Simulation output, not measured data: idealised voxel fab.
The process module that follows is named voxel air gaps.
The figure presents cross-section cut, which has a width of 200 nm and is divided into square cells with an edge length of 5 nm.
Cross-section spec: square-cell grid; bands listed top down; each band is one or more rows. Read a band's entry like this: the first values are the height of its top and the height of its bottom in nm, and what follows is the sequence of materials from left to right, each with its width in nm. Note that "empty" is empty space, and that a single material marked "everywhere" reaches across the band from edge to edge. Heights are measured from 0, the level below which the as-received wafer is all one material; the lowest band has no bottom and continues downward, written as in "top 0, no bottom". Quick explanation for "30->40": the width changes in equal steps down the rows of cells, from the first number in the band's top row to the second number in its bottom row. Any step labelled "remained unchanged" changed none of the cells in the cross-section. For the entry "Fully sealed cavities", the listed items are empty spaces with no open way to the top whose size is 8 cells or more; each item follows the pattern width x height at distance, where distance is from the left edge and all three are in nm. The remark found on a step's line after its settings is issued by the simulator itself and pertains to that step. If you see "overlay nm" on a step's line and that step has a mask, it's telling you how far right of where it was planned the mask ended up; a negative number means it went left instead.

### The planned process steps are enumerated hereunder
- 1: RECEIVE | material Si
- 2: CONFORMAL_DEP | material SiO2 | thk nm 15
- 3: CONFORMAL_DEP | material SiCN | thk nm 5
- 4: DIRECTIONAL_DEP | material lowk | thk nm 30
- 5: PATTERN | tone open | mask id LINES | material resist | width nm 20 | pitch nm 45 | thk nm 20 | overlay nm 0
- 6: DIRECTIONAL_ETCH | etch materials lowk | depth nm 30
- 7: STRIP | etch materials resist
- 8: CONFORMAL_DEP | material TiN | thk nm 5
- 9: FILL_DEP | material Ru | thk nm 5
- 10: CMP | height nm 50
- 11: EPI | material Ru | thk nm 10
- 12: SELECTIVE_ETCH | etch materials lowk | depth nm 40
- 13: CONFORMAL_DEP | material SiCN | thk nm 5

### Of two wafers, the first: run according to plan

### This is the cross-section of the wafer as we received it, i.e. after step 1
> top 0, no bottom  Si everywhere
> Fully sealed cavities: none

### How the wafer stands in section after step 2
> top 15, bottom 0  SiO2 everywhere
> Unchanged below 0.

### How the wafer stands in section after step 3
> top 20, bottom 15  SiCN everywhere
> Unchanged below 15.

### How the wafer stands in section after step 4
> top 50, bottom 20  lowk everywhere
> Unchanged below 20.

### How the wafer stands in section after step 5
> top 70, bottom 50  resist=45 / empty=20 / resist=25 / empty=20 / resist=25 / empty=20 / resist=45
> Unchanged below 50.

### How the wafer stands in section after step 6
> top 70, bottom 50  resist=45 / empty=20 / resist=25 / empty=20 / resist=25 / empty=20 / resist=45
> top 50, bottom 20  lowk=45 / empty=20 / lowk=25 / empty=20 / lowk=25 / empty=20 / lowk=45
> Unchanged below 20.

### How the wafer stands in section after step 7
> top 50, bottom 20  lowk=45 / empty=20 / lowk=25 / empty=20 / lowk=25 / empty=20 / lowk=45
> Unchanged below 20.

### How the wafer stands in section after step 8
> top 55, bottom 50  TiN=50 / empty=10 / TiN=35 / empty=10 / TiN=35 / empty=10 / TiN=50
> top 50, bottom 25  lowk=45 / TiN=5 / empty=10 / TiN=5 / lowk=25 / TiN=5 / empty=10 / TiN=5 / lowk=25 / TiN=5 / empty=10 / TiN=5 / lowk=45
> top 25, bottom 20  lowk=45 / TiN=20 / lowk=25 / TiN=20 / lowk=25 / TiN=20 / lowk=45
> Unchanged below 20.

### How the wafer stands in section after step 9
> top 60, bottom 55  Ru everywhere
> top 55, bottom 50  TiN=50 / Ru=10 / TiN=35 / Ru=10 / TiN=35 / Ru=10 / TiN=50
> top 50, bottom 25  lowk=45 / TiN=5 / Ru=10 / TiN=5 / lowk=25 / TiN=5 / Ru=10 / TiN=5 / lowk=25 / TiN=5 / Ru=10 / TiN=5 / lowk=45
> Unchanged below 25.

### How the wafer stands in section after step 10
> top 50, bottom 25  lowk=45 / TiN=5 / Ru=10 / TiN=5 / lowk=25 / TiN=5 / Ru=10 / TiN=5 / lowk=25 / TiN=5 / Ru=10 / TiN=5 / lowk=45
> Unchanged below 25.

### How the wafer stands in section after step 11
> top 60, bottom 50  empty=35 / Ru=40 / empty=5 / Ru=40 / empty=5 / Ru=40 / empty=35
> Unchanged below 50.

### How the wafer stands in section after step 12
> top 60, bottom 50  empty=35 / Ru=40 / empty=5 / Ru=40 / empty=5 / Ru=40 / empty=35
> top 50, bottom 25  empty=45 / TiN=5 / Ru=10 / TiN=5 / empty=25 / TiN=5 / Ru=10 / TiN=5 / empty=25 / TiN=5 / Ru=10 / TiN=5 / empty=45
> top 25, bottom 20  empty=45 / TiN=20 / empty=25 / TiN=20 / empty=25 / TiN=20 / empty=45
> Unchanged below 20.

### How the wafer stands in section after step 13
> top 65, bottom 60  empty=30 / SiCN=140 / empty=30
> top 60, bottom 50  empty=30 / SiCN=5 / Ru=40 / SiCN=5 / Ru=40 / SiCN=5 / Ru=40 / SiCN=5 / empty=30
> top 50, bottom 45  empty=30 / SiCN=15 / TiN=5 / Ru=10 / TiN=5 / SiCN=25 / TiN=5 / Ru=10 / TiN=5 / SiCN=25 / TiN=5 / Ru=10 / TiN=5 / SiCN=15 / empty=30
> top 45, bottom 25  empty=40 / SiCN=5 / TiN=5 / Ru=10 / TiN=5 / SiCN=5 / empty=15 / SiCN=5 / TiN=5 / Ru=10 / TiN=5 / SiCN=5 / empty=15 / SiCN=5 / TiN=5 / Ru=10 / TiN=5 / SiCN=5 / empty=40
> top 25, bottom 20  SiCN=45 / TiN=20 / SiCN=25 / TiN=20 / SiCN=25 / TiN=20 / SiCN=45
> Unchanged below 20.
> Fully sealed cavities: 15 x 20 at 70; 15 x 20 at 115

### Wafer two of the pair: same origin, same plan, one error during the run; identical to wafer one up to and including step 1

### Second wafer, section view, time point: scheduled end of step 2
> top 15, bottom 0  SiCN everywhere
> Unchanged below 0.

### Second wafer, section view, time point: scheduled end of step 3
> top 20, bottom 0  SiCN everywhere
> Unchanged below 0.

### Second wafer, section view, time point: scheduled end of step 4
> top 50, bottom 20  lowk everywhere
> Unchanged below 20.

### Second wafer, section view, time point: scheduled end of step 5
> top 70, bottom 50  resist=45 / empty=20 / resist=25 / empty=20 / resist=25 / empty=20 / resist=45
> Unchanged below 50.

### Second wafer, section view, time point: scheduled end of step 6
> top 70, bottom 50  resist=45 / empty=20 / resist=25 / empty=20 / resist=25 / empty=20 / resist=45
> top 50, bottom 20  lowk=45 / empty=20 / lowk=25 / empty=20 / lowk=25 / empty=20 / lowk=45
> Unchanged below 20.

### Second wafer, section view, time point: scheduled end of step 7
> top 50, bottom 20  lowk=45 / empty=20 / lowk=25 / empty=20 / lowk=25 / empty=20 / lowk=45
> Unchanged below 20.

### Second wafer, section view, time point: scheduled end of step 8
> top 55, bottom 50  TiN=50 / empty=10 / TiN=35 / empty=10 / TiN=35 / empty=10 / TiN=50
> top 50, bottom 25  lowk=45 / TiN=5 / empty=10 / TiN=5 / lowk=25 / TiN=5 / empty=10 / TiN=5 / lowk=25 / TiN=5 / empty=10 / TiN=5 / lowk=45
> top 25, bottom 20  lowk=45 / TiN=20 / lowk=25 / TiN=20 / lowk=25 / TiN=20 / lowk=45
> Unchanged below 20.

### Second wafer, section view, time point: scheduled end of step 9
> top 60, bottom 55  Ru everywhere
> top 55, bottom 50  TiN=50 / Ru=10 / TiN=35 / Ru=10 / TiN=35 / Ru=10 / TiN=50
> top 50, bottom 25  lowk=45 / TiN=5 / Ru=10 / TiN=5 / lowk=25 / TiN=5 / Ru=10 / TiN=5 / lowk=25 / TiN=5 / Ru=10 / TiN=5 / lowk=45
> Unchanged below 25.

### Second wafer, section view, time point: scheduled end of step 10
> top 50, bottom 25  lowk=45 / TiN=5 / Ru=10 / TiN=5 / lowk=25 / TiN=5 / Ru=10 / TiN=5 / lowk=25 / TiN=5 / Ru=10 / TiN=5 / lowk=45
> Unchanged below 25.

### Second wafer, section view, time point: scheduled end of step 11
> top 60, bottom 50  empty=35 / Ru=40 / empty=5 / Ru=40 / empty=5 / Ru=40 / empty=35
> Unchanged below 50.

### Second wafer, section view, time point: scheduled end of step 12
> top 60, bottom 50  empty=35 / Ru=40 / empty=5 / Ru=40 / empty=5 / Ru=40 / empty=35
> top 50, bottom 25  empty=45 / TiN=5 / Ru=10 / TiN=5 / empty=25 / TiN=5 / Ru=10 / TiN=5 / empty=25 / TiN=5 / Ru=10 / TiN=5 / empty=45
> top 25, bottom 20  empty=45 / TiN=20 / empty=25 / TiN=20 / empty=25 / TiN=20 / empty=45
> Unchanged below 20.

### Second wafer, section view, time point: scheduled end of step 13
> top 65, bottom 60  empty=30 / SiCN=140 / empty=30
> top 60, bottom 50  empty=30 / SiCN=5 / Ru=40 / SiCN=5 / Ru=40 / SiCN=5 / Ru=40 / SiCN=5 / empty=30
> top 50, bottom 45  empty=30 / SiCN=15 / TiN=5 / Ru=10 / TiN=5 / SiCN=25 / TiN=5 / Ru=10 / TiN=5 / SiCN=25 / TiN=5 / Ru=10 / TiN=5 / SiCN=15 / empty=30
> top 45, bottom 25  empty=40 / SiCN=5 / TiN=5 / Ru=10 / TiN=5 / SiCN=5 / empty=15 / SiCN=5 / TiN=5 / Ru=10 / TiN=5 / SiCN=5 / empty=15 / SiCN=5 / TiN=5 / Ru=10 / TiN=5 / SiCN=5 / empty=40
> top 25, bottom 20  SiCN=45 / TiN=20 / SiCN=25 / TiN=20 / SiCN=25 / TiN=20 / SiCN=45
> Unchanged below 20.
> Fully sealed cavities: 15 x 20 at 70; 15 x 20 at 115
What broke from the plan during processing? step 2, actual vs plan mismatch, actual run CONFORMAL_DEP | material SiCN | thk nm 15
The second wafer ends with more or fewer cells of some materials than the first, per final count: SiCN: 120 more, SiO2: 120 fewer
